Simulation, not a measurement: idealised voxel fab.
Herein follows the process module entitled voxel capacitor over wiring.
We display cut, a cross-section 235 nm in width whose square cells are each 5 nm.
Just so we're on the same page, the cross-sections are grids of square cells, and they're listed out in bands top to bottom, each band one or more rows deep.
Top, bottom (nm), then materials left to right with widths (nm); lone material tagged "full width" fills the whole band edge to edge; "blank" = empty space.
Where do heights start? At 0: under that level the wafer as delivered is made of one material only. And the lowest band has no floor; it just carries on downward, as in "0 nm and below".
Think of "30..40" as a width that walks from the first number to the second as you go down the band, top row to bottom row, taking equal-sized steps from row to row.
Given "nothing got changed" for a step, no cell of the cross-section differs between before and after that step.
Under "Unvented voids" you'll find the enclosed gaps, the ones with no way out to the top, that are 8 cells or bigger; each reads width x height at distance, with distance counted from the left edge, everything in nm.
What comes after the settings on a step's line is commentary from the simulator itself on that step.
"overlay nm" denotes, for a step that has a mask, the displacement of the mask to the right of its planned place, with negative values corresponding to the left.
Listed below are the process steps as planned:
1: RECEIVE | material Si
2: CONFORMAL_DEP | material SiO2 | thk nm 10
3: DIRECTIONAL_DEP | material TiN | thk nm 5
4: DIRECTIONAL_DEP | material Ru | thk nm 20
5: MASKED_ETCH | tone cover | mask id METAL_1 | width nm 25 | pitch nm 75 | etch materials Ru | depth nm 20 | overlay nm 0
6: MASKED_ETCH | tone cover | mask id METAL_1 | width nm 25 | pitch nm 75 | etch materials TiN | depth nm 5 | overlay nm 0
7: FILL_DEP | material lowk | thk nm 5
8: CMP | height nm 35
9: CONFORMAL_DEP | material SiCN | thk nm 5
10: DIRECTIONAL_DEP | material SiO2 | thk nm 10
11: PATTERN | tone open | mask id PLUG_1 | material resist | width nm 15 | thk nm 20 | overlay nm 0
12: DIRECTIONAL_ETCH | etch materials SiO2 | depth nm 10
13: DIRECTIONAL_ETCH | etch materials SiCN | depth nm 5
14: STRIP | etch materials resist
15: CONFORMAL_DEP | material TiN | thk nm 5
16: FILL_DEP | material Ru | thk nm 5
17: CMP | height nm 50
18: DIRECTIONAL_DEP | material TiN | thk nm 10
19: DIRECTIONAL_DEP | material SiN | thk nm 5
20: DIRECTIONAL_DEP | material TiN | thk nm 10
21: MASKED_ETCH | tone cover | mask id UPPER_PLATE | width nm 55 | etch materials TiN | depth nm 10 | overlay nm 0
22: MASKED_ETCH | tone cover | mask id UPPER_PLATE | width nm 55 | etch materials SiN | depth nm 5 | overlay nm 0
23: PATTERN | tone cover | mask id LOWER_PLATE | material resist | width nm 65 | thk nm 20 | overlay nm 0
24: DIRECTIONAL_ETCH | etch materials TiN | depth nm 10
25: STRIP | etch materials resist
26: FILL_DEP | material SiO2 | thk nm 15
27: CMP | height nm 85
28: PATTERN | tone open | mask id PLUG_2 | material resist | width nm 15 | thk nm 15 | overlay nm 0
29: DIRECTIONAL_ETCH | etch materials SiO2 | depth nm 10
30: STRIP | etch materials resist
31: CONFORMAL_DEP | material TiN | thk nm 5
32: FILL_DEP | material Ru | thk nm 5
33: CMP | height nm 85
34: CONFORMAL_DEP | material SiN | thk nm 5
So, the first of our two wafers, run just as we planned it:
As received (post step 1): cross-section:
- 0 nm and below | Si full width
- Unvented voids: none
The wafer in cross-section once step 2 is complete:
- 10 nm to 0 nm | SiO2 full width
- Under 0: no change, same as before.
The wafer in cross-section once step 3 is complete:
- 15 nm to 10 nm | TiN full width
- Under 10: no change, same as before.
The wafer in cross-section once step 4 is complete:
- 35 nm to 15 nm | Ru full width
- Under 15: no change, same as before.
The wafer in cross-section once step 5 is complete:
- 35 nm to 15 nm | 65 nm blank | 25 nm Ru | 50 nm blank | 25 nm Ru | 70 nm blank
- Under 15: no change, same as before.
The wafer in cross-section once step 6 is complete:
- 35 nm to 15 nm | 65 nm blank | 25 nm Ru | 50 nm blank | 25 nm Ru | 70 nm blank
- 15 nm to 10 nm | 65 nm blank | 25 nm TiN | 50 nm blank | 25 nm TiN | 70 nm blank
- Under 10: no change, same as before.
The wafer in cross-section once step 7 is complete:
- 40 nm to 35 nm | lowk full width
- 35 nm to 15 nm | 65 nm lowk | 25 nm Ru | 50 nm lowk | 25 nm Ru | 70 nm lowk
- 15 nm to 10 nm | 65 nm lowk | 25 nm TiN | 50 nm lowk | 25 nm TiN | 70 nm lowk
- Under 10: no change, same as before.
The wafer in cross-section once step 8 is complete:
- 35 nm to 15 nm | 65 nm lowk | 25 nm Ru | 50 nm lowk | 25 nm Ru | 70 nm lowk
- Under 15: no change, same as before.
The wafer in cross-section once step 9 is complete:
- 40 nm to 35 nm | SiCN full width
- Under 35: no change, same as before.
The wafer in cross-section once step 10 is complete:
- 50 nm to 40 nm | SiO2 full width
- Under 40: no change, same as before.
The wafer in cross-section once step 11 is complete:
- 70 nm to 50 nm | 75 nm resist | 15 nm blank | 145 nm resist
- Under 50: no change, same as before.
The wafer in cross-section once step 12 is complete:
- 70 nm to 50 nm | 75 nm resist | 15 nm blank | 145 nm resist
- 50 nm to 40 nm | 75 nm SiO2 | 15 nm blank | 145 nm SiO2
- Under 40: no change, same as before.
The wafer in cross-section once step 13 is complete:
- 70 nm to 50 nm | 75 nm resist | 15 nm blank | 145 nm resist
- 50 nm to 40 nm | 75 nm SiO2 | 15 nm blank | 145 nm SiO2
- 40 nm to 35 nm | 75 nm SiCN | 15 nm blank | 145 nm SiCN
- Under 35: no change, same as before.
The wafer in cross-section once step 14 is complete:
- 50 nm to 40 nm | 75 nm SiO2 | 15 nm blank | 145 nm SiO2
- Under 40: no change, same as before.
The wafer in cross-section once step 15 is complete:
- 55 nm to 50 nm | 80 nm TiN | 5 nm blank | 150 nm TiN
- 50 nm to 40 nm | 75 nm SiO2 | 5 nm TiN | 5 nm blank | 5 nm TiN | 145 nm SiO2
- 40 nm to 35 nm | 75 nm SiCN | 15 nm TiN | 145 nm SiCN
- Under 35: no change, same as before.
The wafer in cross-section once step 16 is complete:
- 60 nm to 55 nm | Ru full width
- 55 nm to 50 nm | 80 nm TiN | 5 nm Ru | 150 nm TiN
- 50 nm to 40 nm | 75 nm SiO2 | 5 nm TiN | 5 nm Ru | 5 nm TiN | 145 nm SiO2
- Under 40: no change, same as before.
The wafer in cross-section once step 17 is complete:
- 50 nm to 40 nm | 75 nm SiO2 | 5 nm TiN | 5 nm Ru | 5 nm TiN | 145 nm SiO2
- Under 40: no change, same as before.
The wafer in cross-section once step 18 is complete:
- 60 nm to 50 nm | TiN full width
- Under 50: no change, same as before.
The wafer in cross-section once step 19 is complete:
- 65 nm to 60 nm | SiN full width
- Under 60: no change, same as before.
The wafer in cross-section once step 20 is complete:
- 75 nm to 65 nm | TiN full width
- Under 65: no change, same as before.
The wafer in cross-section once step 21 is complete:
- 75 nm to 65 nm | 75 nm blank | 55 nm TiN | 105 nm blank
- Under 65: no change, same as before.
The wafer in cross-section once step 22 is complete:
- 75 nm to 65 nm | 75 nm blank | 55 nm TiN | 105 nm blank
- 65 nm to 60 nm | 75 nm blank | 55 nm SiN | 105 nm blank
- Under 60: no change, same as before.
The wafer in cross-section once step 23 is complete:
- 95 nm to 75 nm | 70 nm blank | 65 nm resist | 100 nm blank
- 75 nm to 65 nm | 70 nm blank | 5 nm resist | 55 nm TiN | 5 nm resist | 100 nm blank
- 65 nm to 60 nm | 70 nm blank | 5 nm resist | 55 nm SiN | 5 nm resist | 100 nm blank
- Under 60: no change, same as before.
The wafer in cross-section once step 24 is complete:
- 95 nm to 75 nm | 70 nm blank | 65 nm resist | 100 nm blank
- 75 nm to 65 nm | 70 nm blank | 5 nm resist | 55 nm TiN | 5 nm resist | 100 nm blank
- 65 nm to 60 nm | 70 nm blank | 5 nm resist | 55 nm SiN | 5 nm resist | 100 nm blank
- 60 nm to 50 nm | 70 nm blank | 65 nm TiN | 100 nm blank
- Under 50: no change, same as before.
The wafer in cross-section once step 25 is complete:
- 75 nm to 65 nm | 75 nm blank | 55 nm TiN | 105 nm blank
- 65 nm to 60 nm | 75 nm blank | 55 nm SiN | 105 nm blank
- Under 60: no change, same as before.
The wafer in cross-section once step 26 is complete:
- 90 nm to 75 nm | SiO2 full width
- 75 nm to 65 nm | 75 nm SiO2 | 55 nm TiN | 105 nm SiO2
- 65 nm to 60 nm | 75 nm SiO2 | 55 nm SiN | 105 nm SiO2
- 60 nm to 50 nm | 70 nm SiO2 | 65 nm TiN | 100 nm SiO2
- Under 50: no change, same as before.
The wafer in cross-section once step 27 is complete:
- 85 nm to 75 nm | SiO2 full width
- Under 75: no change, same as before.
The wafer in cross-section once step 28 is complete:
- 100 nm to 85 nm | 85 nm resist | 15 nm blank | 135 nm resist
- Under 85: no change, same as before.
The wafer in cross-section once step 29 is complete:
- 100 nm to 85 nm | 85 nm resist | 15 nm blank | 135 nm resist
- 85 nm to 75 nm | 85 nm SiO2 | 15 nm blank | 135 nm SiO2
- Under 75: no change, same as before.
The wafer in cross-section once step 30 is complete:
- 85 nm to 75 nm | 85 nm SiO2 | 15 nm blank | 135 nm SiO2
- Under 75: no change, same as before.
The wafer in cross-section once step 31 is complete:
- 90 nm to 85 nm | 90 nm TiN | 5 nm blank | 140 nm TiN
- 85 nm to 80 nm | 85 nm SiO2 | 5 nm TiN | 5 nm blank | 5 nm TiN | 135 nm SiO2
- 80 nm to 75 nm | 85 nm SiO2 | 15 nm TiN | 135 nm SiO2
- Under 75: no change, same as before.
The wafer in cross-section once step 32 is complete:
- 95 nm to 90 nm | Ru full width
- 90 nm to 85 nm | 90 nm TiN | 5 nm Ru | 140 nm TiN
- 85 nm to 80 nm | 85 nm SiO2 | 5 nm TiN | 5 nm Ru | 5 nm TiN | 135 nm SiO2
- Under 80: no change, same as before.
The wafer in cross-section once step 33 is complete:
- 85 nm to 80 nm | 85 nm SiO2 | 5 nm TiN | 5 nm Ru | 5 nm TiN | 135 nm SiO2
- Under 80: no change, same as before.
The wafer in cross-section once step 34 is complete:
- 90 nm to 85 nm | SiN full width
- Under 85: no change, same as before.
The second wafer was prepared from the same starting point and under the same plan as the first; its processing contained one mistake, and it remains indistinguishable from the first wafer up to and including step 1:
Second wafer profile in section, at the moment step 2 of the plan was meant to be complete:
- 10 nm to 0 nm | TiN full width
- Under 0: no change, same as before.
Second wafer profile in section, at the moment step 3 of the plan was meant to be complete:
- 15 nm to 0 nm | TiN full width
- Under 0: no change, same as before.
Second wafer profile in section, at the moment step 4 of the plan was meant to be complete:
- 35 nm to 15 nm | Ru full width
- Under 15: no change, same as before.
Second wafer profile in section, at the moment step 5 of the plan was meant to be complete:
- 35 nm to 15 nm | 65 nm blank | 25 nm Ru | 50 nm blank | 25 nm Ru | 70 nm blank
- Under 15: no change, same as before.
Second wafer profile in section, at the moment step 6 of the plan was meant to be complete:
- 35 nm to 15 nm | 65 nm blank | 25 nm Ru | 50 nm blank | 25 nm Ru | 70 nm blank
- 15 nm to 10 nm | 65 nm blank | 25 nm TiN | 50 nm blank | 25 nm TiN | 70 nm blank
- Under 10: no change, same as before.
Second wafer profile in section, at the moment step 7 of the plan was meant to be complete:
- 40 nm to 35 nm | lowk full width
- 35 nm to 15 nm | 65 nm lowk | 25 nm Ru | 50 nm lowk | 25 nm Ru | 70 nm lowk
- 15 nm to 10 nm | 65 nm lowk | 25 nm TiN | 50 nm lowk | 25 nm TiN | 70 nm lowk
- Under 10: no change, same as before.
Second wafer profile in section, at the moment step 8 of the plan was meant to be complete:
- 35 nm to 15 nm | 65 nm lowk | 25 nm Ru | 50 nm lowk | 25 nm Ru | 70 nm lowk
- Under 15: no change, same as before.
Second wafer profile in section, at the moment step 9 of the plan was meant to be complete:
- 40 nm to 35 nm | SiCN full width
- Under 35: no change, same as before.
Second wafer profile in section, at the moment step 10 of the plan was meant to be complete:
- 50 nm to 40 nm | SiO2 full width
- Under 40: no change, same as before.
Second wafer profile in section, at the moment step 11 of the plan was meant to be complete:
- 70 nm to 50 nm | 75 nm resist | 15 nm blank | 145 nm resist
- Under 50: no change, same as before.
Second wafer profile in section, at the moment step 12 of the plan was meant to be complete:
- 70 nm to 50 nm | 75 nm resist | 15 nm blank | 145 nm resist
- 50 nm to 40 nm | 75 nm SiO2 | 15 nm blank | 145 nm SiO2
- Under 40: no change, same as before.
Second wafer profile in section, at the moment step 13 of the plan was meant to be complete:
- 70 nm to 50 nm | 75 nm resist | 15 nm blank | 145 nm resist
- 50 nm to 40 nm | 75 nm SiO2 | 15 nm blank | 145 nm SiO2
- 40 nm to 35 nm | 75 nm SiCN | 15 nm blank | 145 nm SiCN
- Under 35: no change, same as before.
Second wafer profile in section, at the moment step 14 of the plan was meant to be complete:
- 50 nm to 40 nm | 75 nm SiO2 | 15 nm blank | 145 nm SiO2
- Under 40: no change, same as before.
Second wafer profile in section, at the moment step 15 of the plan was meant to be complete:
- 55 nm to 50 nm | 80 nm TiN | 5 nm blank | 150 nm TiN
- 50 nm to 40 nm | 75 nm SiO2 | 5 nm TiN | 5 nm blank | 5 nm TiN | 145 nm SiO2
- 40 nm to 35 nm | 75 nm SiCN | 15 nm TiN | 145 nm SiCN
- Under 35: no change, same as before.
Second wafer profile in section, at the moment step 16 of the plan was meant to be complete:
- 60 nm to 55 nm | Ru full width
- 55 nm to 50 nm | 80 nm TiN | 5 nm Ru | 150 nm TiN
- 50 nm to 40 nm | 75 nm SiO2 | 5 nm TiN | 5 nm Ru | 5 nm TiN | 145 nm SiO2
- Under 40: no change, same as before.
Second wafer profile in section, at the moment step 17 of the plan was meant to be complete:
- 50 nm to 40 nm | 75 nm SiO2 | 5 nm TiN | 5 nm Ru | 5 nm TiN | 145 nm SiO2
- Under 40: no change, same as before.
Second wafer profile in section, at the moment step 18 of the plan was meant to be complete:
- 60 nm to 50 nm | TiN full width
- Under 50: no change, same as before.
Second wafer profile in section, at the moment step 19 of the plan was meant to be complete:
- 65 nm to 60 nm | SiN full width
- Under 60: no change, same as before.
Second wafer profile in section, at the moment step 20 of the plan was meant to be complete:
- 75 nm to 65 nm | TiN full width
- Under 65: no change, same as before.
Second wafer profile in section, at the moment step 21 of the plan was meant to be complete:
- 75 nm to 65 nm | 75 nm blank | 55 nm TiN | 105 nm blank
- Under 65: no change, same as before.
Second wafer profile in section, at the moment step 22 of the plan was meant to be complete:
- 75 nm to 65 nm | 75 nm blank | 55 nm TiN | 105 nm blank
- 65 nm to 60 nm | 75 nm blank | 55 nm SiN | 105 nm blank
- Under 60: no change, same as before.
Second wafer profile in section, at the moment step 23 of the plan was meant to be complete:
- 95 nm to 75 nm | 70 nm blank | 65 nm resist | 100 nm blank
- 75 nm to 65 nm | 70 nm blank | 5 nm resist | 55 nm TiN | 5 nm resist | 100 nm blank
- 65 nm to 60 nm | 70 nm blank | 5 nm resist | 55 nm SiN | 5 nm resist | 100 nm blank
- Under 60: no change, same as before.
Second wafer profile in section, at the moment step 24 of the plan was meant to be complete:
- 95 nm to 75 nm | 70 nm blank | 65 nm resist | 100 nm blank
- 75 nm to 65 nm | 70 nm blank | 5 nm resist | 55 nm TiN | 5 nm resist | 100 nm blank
- 65 nm to 60 nm | 70 nm blank | 5 nm resist | 55 nm SiN | 5 nm resist | 100 nm blank
- 60 nm to 50 nm | 70 nm blank | 65 nm TiN | 100 nm blank
- Under 50: no change, same as before.
Second wafer profile in section, at the moment step 25 of the plan was meant to be complete:
- 75 nm to 65 nm | 75 nm blank | 55 nm TiN | 105 nm blank
- 65 nm to 60 nm | 75 nm blank | 55 nm SiN | 105 nm blank
- Under 60: no change, same as before.
Second wafer profile in section, at the moment step 26 of the plan was meant to be complete:
- 90 nm to 75 nm | SiO2 full width
- 75 nm to 65 nm | 75 nm SiO2 | 55 nm TiN | 105 nm SiO2
- 65 nm to 60 nm | 75 nm SiO2 | 55 nm SiN | 105 nm SiO2
- 60 nm to 50 nm | 70 nm SiO2 | 65 nm TiN | 100 nm SiO2
- Under 50: no change, same as before.
Second wafer profile in section, at the moment step 27 of the plan was meant to be complete:
- 85 nm to 75 nm | SiO2 full width
- Under 75: no change, same as before.
Second wafer profile in section, at the moment step 28 of the plan was meant to be complete:
- 100 nm to 85 nm | 85 nm resist | 15 nm blank | 135 nm resist
- Under 85: no change, same as before.
Second wafer profile in section, at the moment step 29 of the plan was meant to be complete:
- 100 nm to 85 nm | 85 nm resist | 15 nm blank | 135 nm resist
- 85 nm to 75 nm | 85 nm SiO2 | 15 nm blank | 135 nm SiO2
- Under 75: no change, same as before.
Second wafer profile in section, at the moment step 30 of the plan was meant to be complete:
- 85 nm to 75 nm | 85 nm SiO2 | 15 nm blank | 135 nm SiO2
- Under 75: no change, same as before.
Second wafer profile in section, at the moment step 31 of the plan was meant to be complete:
- 90 nm to 85 nm | 90 nm TiN | 5 nm blank | 140 nm TiN
- 85 nm to 80 nm | 85 nm SiO2 | 5 nm TiN | 5 nm blank | 5 nm TiN | 135 nm SiO2
- 80 nm to 75 nm | 85 nm SiO2 | 15 nm TiN | 135 nm SiO2
- Under 75: no change, same as before.
Second wafer profile in section, at the moment step 32 of the plan was meant to be complete:
- 95 nm to 90 nm | Ru full width
- 90 nm to 85 nm | 90 nm TiN | 5 nm Ru | 140 nm TiN
- 85 nm to 80 nm | 85 nm SiO2 | 5 nm TiN | 5 nm Ru | 5 nm TiN | 135 nm SiO2
- Under 80: no change, same as before.
Second wafer profile in section, at the moment step 33 of the plan was meant to be complete:
- 85 nm to 80 nm | 85 nm SiO2 | 5 nm TiN | 5 nm Ru | 5 nm TiN | 135 nm SiO2
- Under 80: no change, same as before.
Second wafer profile in section, at the moment step 34 of the plan was meant to be complete:
- 90 nm to 85 nm | SiN full width
- Under 85: no change, same as before.
Finding, execution versus plan: step 2 was processed under conditions differing from the plan, specifically as CONFORMAL_DEP | material TiN | thk nm 10
Per the end-of-run cell counts, the second wafer holds more or fewer of some materials than the first: 94 fewer of SiO2, 94 more of TiN
